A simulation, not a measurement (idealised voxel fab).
Proc. module: voxel transistor to metal
The figure presents cross-section cut, which has a width of 255 nm and is divided into square cells with an edge length of 5 nm.
Cross-section = grid of square cells, listed top down in bands; band = one or more rows. Heads up on the band format: heights come first, top then bottom, in nm. After that it's the materials left to right, each with its width in nm. A single material flagged "throughout" fills the whole band edge to edge, and "empty" means there's empty space there. Convention: height 0 is the level below which the wafer, as received, is all one material. The lowest band does not terminate at the bottom but continues downward, represented as "z 0 and below". Graded width ("30->40"): value in top row of band = first number; value in bottom row = second number; row-to-row change constant. What does "everything unchanged" mean for a step? It means no cell of the cross-section changed in that step. Heads up: "Closed void list" only lists the empty pockets with no open path to the top that are 8 cells or more, and it writes them as width x height at distance, distance from the left edge, in nm. Text after the settings on a step's line: the simulator's own remark on that step. For masked steps, "overlay nm" on the step line gives how far right of plan the mask actually lay; a minus sign means it lay to the left.
These are the steps we planned for the process:
1. RECEIVE | material Si
2. CONFORMAL_DEP | material SiO2 | thk nm 5
3. CONFORMAL_DEP | material SiN | thk nm 15
4. MASKED_ETCH | tone cover | mask id ACTIVE | width nm 90 | pitch nm 110 | etch materials SiN | depth nm 15 | overlay nm 0
5. MASKED_ETCH | tone cover | mask id ACTIVE | width nm 90 | pitch nm 110 | etch materials SiO2 | depth nm 5 | overlay nm 0
6. MASKED_ETCH | tone cover | mask id ACTIVE | width nm 90 | pitch nm 110 | etch materials Si | depth nm 25 | overlay nm 0
7. OXIDIZE | depth nm 5
8. FILL_DEP | material SiO2 | thk nm 10
9. CMP | height nm 20
10. SELECTIVE_ETCH | etch materials SiO2 | depth nm 10
11. STRIP | etch materials SiN
12. SELECTIVE_ETCH | etch materials SiO2 | depth nm 5
13. OXIDIZE | depth nm 5
14. DIRECTIONAL_DEP | material polySi | thk nm 25
15. DIRECTIONAL_DEP | material SiCN | thk nm 15
16. PATTERN | tone cover | mask id GATE | material resist | width nm 20 | pitch nm 110 | thk nm 20 | overlay nm 0
17. DIRECTIONAL_ETCH | etch materials SiCN | depth nm 25
18. DIRECTIONAL_ETCH | etch materials polySi | depth nm 35
19. STRIP | etch materials resist
20. CONFORMAL_DEP | material SiN | thk nm 10
21. DIRECTIONAL_ETCH | etch materials SiN | depth nm 10
22. DIRECTIONAL_ETCH | etch materials SiO2 | depth nm 5
23. DIRECTIONAL_ETCH | etch materials Si | depth nm 10
24. EPI | material nSi | thk nm 15
25. FILL_DEP | material SiO2 | thk nm 5
26. CMP | height nm 40
27. DIRECTIONAL_DEP | material SiO2 | thk nm 10
28. PATTERN | tone open | mask id CONTACT | material resist | width nm 25 | pitch nm 55 | thk nm 15 | overlay nm 0
29. DIRECTIONAL_ETCH | etch materials SiO2 | depth nm 50
30. STRIP | etch materials resist
31. CONFORMAL_DEP | material TiN | thk nm 5
32. FILL_DEP | material Ru | thk nm 5
33. CMP | height nm 50
34. DIRECTIONAL_DEP | material TiN | thk nm 5
35. DIRECTIONAL_DEP | material Ru | thk nm 15
36. MASKED_ETCH | tone cover | mask id METAL_1 | width nm 15 | etch materials Ru | depth nm 15 | overlay nm 0
37. MASKED_ETCH | tone cover | mask id METAL_1 | width nm 15 | etch materials TiN | depth nm 5 | overlay nm 0
38. CONFORMAL_DEP | material SiN | thk nm 5
39. FILL_DEP | material SiO2 | thk nm 10
40. CMP | height nm 70
41. CONFORMAL_DEP | material SiCN | thk nm 5
42. DIRECTIONAL_DEP | material SiO2 | thk nm 30
43. MASKED_ETCH | tone open | mask id METAL_2 | width nm 15 | pitch nm 110 | etch materials SiO2 | depth nm 15 | overlay nm 0
44. DIRECTIONAL_DEP | material aC | thk nm 10
45. PATTERN | tone open | mask id METAL_2_HOLES | material resist | width nm 15 | pitch nm 110 | thk nm 30 | overlay nm 0
46. DIRECTIONAL_ETCH | etch materials aC | depth nm 10
47. STRIP | etch materials resist
48. DIRECTIONAL_ETCH | etch materials SiO2 | depth nm 15
49. DIRECTIONAL_ETCH | etch materials SiCN | depth nm 5
50. STRIP | etch materials aC
51. CONFORMAL_DEP | material TiN | thk nm 5
52. FILL_DEP | material Ru | thk nm 5
53. CMP | height nm 105
54. CONFORMAL_DEP | material SiN | thk nm 5
Incoming wafer in cross-section (state: after step 1):
* z 0 and below | Si throughout
* Closed void list: none
Looking at the first of two wafers in cross-section at end of module - ran to plan:
* z 110 to 105 | SiN throughout
* z 105 to 75 | 30 SiO2; 5 TiN; 5 Ru; 5 TiN; 95 SiO2; 5 TiN; 5 Ru; 5 TiN; 100 SiO2
* z 75 to 70 | 30 SiCN; 15 TiN; 95 SiCN; 15 TiN; 100 SiCN
* z 70 to 55 | 25 SiO2; 5 SiN; 15 Ru; 5 SiN; 40 SiO2; 5 SiN; 15 Ru; 5 SiN; 20 SiO2; 5 SiN; 15 Ru; 5 SiN; 40 SiO2; 5 SiN; 15 Ru; 5 SiN; 30 SiO2
* z 55 to 50 | 30 SiN; 15 TiN; 50 SiN; 15 TiN; 30 SiN; 15 TiN; 50 SiN; 15 TiN; 35 SiN
* z 50 to 40 | 30 SiO2; 5 TiN; 15->10 Ru; 5->10 TiN; 30 SiO2; 5->10 TiN; 15->10 Ru; 5 TiN; 30 SiO2; 5 TiN; 15->10 Ru; 5->10 TiN; 30 SiO2; 5->10 TiN; 15->10 Ru; 5 TiN; 35 SiO2
* z 40 to 25 | 30 SiO2; 5 TiN; 10 Ru; 5 TiN; 10 SiN; 20 SiCN; 10 SiN; 5 TiN; 10 Ru; 5 TiN; 30 SiO2; 5 TiN; 10 Ru; 5 TiN; 10 SiN; 20 SiCN; 10 SiN; 5 TiN; 10 Ru; 5 TiN; 35 SiO2
* z 25 to 15 | 30 SiO2; 5 TiN; 10 Ru; 5 TiN; 10 SiN; 20 polySi; 10 SiN; 5 TiN; 10 Ru; 5 TiN; 30 SiO2; 5 TiN; 10 Ru; 5 TiN; 10 SiN; 20 polySi; 10 SiN; 5 TiN; 10 Ru; 5 TiN; 35 SiO2
* z 15 to 10 | 30 SiO2; 20 TiN; 10 SiN; 20 polySi; 10 SiN; 20 TiN; 30 SiO2; 20 TiN; 10 SiN; 20 polySi; 10 SiN; 20 TiN; 35 SiO2
* z 10 to 5 | 30 SiO2; 5 TiN; 15 nSi; 10 SiN; 20 polySi; 10 SiN; 15 nSi; 5 TiN; 30 SiO2; 5 TiN; 15 nSi; 10 SiN; 20 polySi; 10 SiN; 15 nSi; 5 TiN; 35 SiO2
* z 5 to 0 | 20 SiO2; 10 SiN; 5 TiN; 15 nSi; 10 SiN; 20 polySi; 10 SiN; 15 nSi; 5 TiN; 10 SiN; 10 SiO2; 10 SiN; 5 TiN; 15 nSi; 10 SiN; 20 polySi; 10 SiN; 15 nSi; 5 TiN; 10 SiN; 25 SiO2
* z 0 to -5 | 30 SiO2; 20 nSi; 40 SiO2; 20 nSi; 30 SiO2; 20 nSi; 40 SiO2; 20 nSi; 35 SiO2
* z -5 to -15 | 30 SiO2; 20 nSi; 40 Si; 20 nSi; 30 SiO2; 20 nSi; 40 Si; 20 nSi; 35 SiO2
* z -15 to -30 | 30 SiO2; 80 Si; 30 SiO2; 80 Si; 35 SiO2
* z -30 and below | Si throughout
* Closed void list: none
Same start, same plan as the first wafer - but one mistake in the run. Cross-section of the second of the two at the end of the module:
* z 110 to 105 | SiN throughout
* z 105 to 75 | 30 SiO2; 5 TiN; 5 Ru; 5 TiN; 95 SiO2; 5 TiN; 5 Ru; 5 TiN; 100 SiO2
* z 75 to 70 | 30 SiCN; 15 TiN; 95 SiCN; 15 TiN; 100 SiCN
* z 70 to 55 | 25 SiO2; 5 SiN; 15 Ru; 5 SiN; 40 SiO2; 5 SiN; 15 Ru; 5 SiN; 20 SiO2; 5 SiN; 15 Ru; 5 SiN; 40 SiO2; 5 SiN; 15 Ru; 5 SiN; 30 SiO2
* z 55 to 50 | 30 SiN; 15 TiN; 50 SiN; 15 TiN; 30 SiN; 15 TiN; 50 SiN; 15 TiN; 35 SiN
* z 50 to 40 | 30 SiO2; 5 TiN; 15 Ru; 5 TiN; 30 SiO2; 5 TiN; 15 Ru; 5 TiN; 30 SiO2; 5 TiN; 15 Ru; 5 TiN; 30 SiO2; 5 TiN; 15 Ru; 5 TiN; 35 SiO2
* z 40 to 35 | 30 SiO2; 5 TiN; 10 Ru; 10 TiN; 30 SiO2; 10 TiN; 10 Ru; 5 TiN; 30 SiO2; 5 TiN; 10 Ru; 10 TiN; 30 SiO2; 10 TiN; 10 Ru; 5 TiN; 35 SiO2
* z 35 to 25 | 30 SiO2; 5 TiN; 10 Ru; 5 TiN; 10 SiN; 20 SiCN; 10 SiN; 5 TiN; 10 Ru; 5 TiN; 30 SiO2; 5 TiN; 10 Ru; 5 TiN; 10 SiN; 20 SiCN; 10 SiN; 5 TiN; 10 Ru; 5 TiN; 35 SiO2
* z 25 to 15 | 30 SiO2; 5 TiN; 10 Ru; 5 TiN; 10 SiN; 20 polySi; 10 SiN; 5 TiN; 10 Ru; 5 TiN; 30 SiO2; 5 TiN; 10 Ru; 5 TiN; 10 SiN; 20 polySi; 10 SiN; 5 TiN; 10 Ru; 5 TiN; 35 SiO2
* z 15 to 10 | 30 SiO2; 20 TiN; 10 SiN; 20 polySi; 10 SiN; 20 TiN; 30 SiO2; 20 TiN; 10 SiN; 20 polySi; 10 SiN; 20 TiN; 35 SiO2
* z 10 to 5 | 30 SiO2; 5 TiN; 15 nSi; 10 SiN; 20 polySi; 10 SiN; 15 nSi; 5 TiN; 30 SiO2; 5 TiN; 15 nSi; 10 SiN; 20 polySi; 10 SiN; 15 nSi; 5 TiN; 35 SiO2
* z 5 to 0 | 20 SiO2; 10 SiN; 5 TiN; 15 nSi; 10 SiN; 20 polySi; 10 SiN; 15 nSi; 5 TiN; 10 SiN; 10 SiO2; 10 SiN; 5 TiN; 15 nSi; 10 SiN; 20 polySi; 10 SiN; 15 nSi; 5 TiN; 10 SiN; 25 SiO2
* z 0 to -5 | 30 SiO2; 20 nSi; 40 SiO2; 20 nSi; 30 SiO2; 20 nSi; 40 SiO2; 20 nSi; 35 SiO2
* z -5 to -15 | 30 SiO2; 20 nSi; 40 Si; 20 nSi; 30 SiO2; 20 nSi; 40 Si; 20 nSi; 35 SiO2
* z -15 to -30 | 30 SiO2; 80 Si; 30 SiO2; 80 Si; 35 SiO2
* z -30 and below | Si throughout
* Closed void list: none
Against the plan, the run slipped here: step 15 went in with a setting other than planned; the actual run was DIRECTIONAL_DEP | material SiCN | thk nm 10
End of process, cell counts, second wafer against first, materials with more or fewer: 4 more of Ru, 8 fewer of SiCN, 8 fewer of SiN, 12 more of SiO2
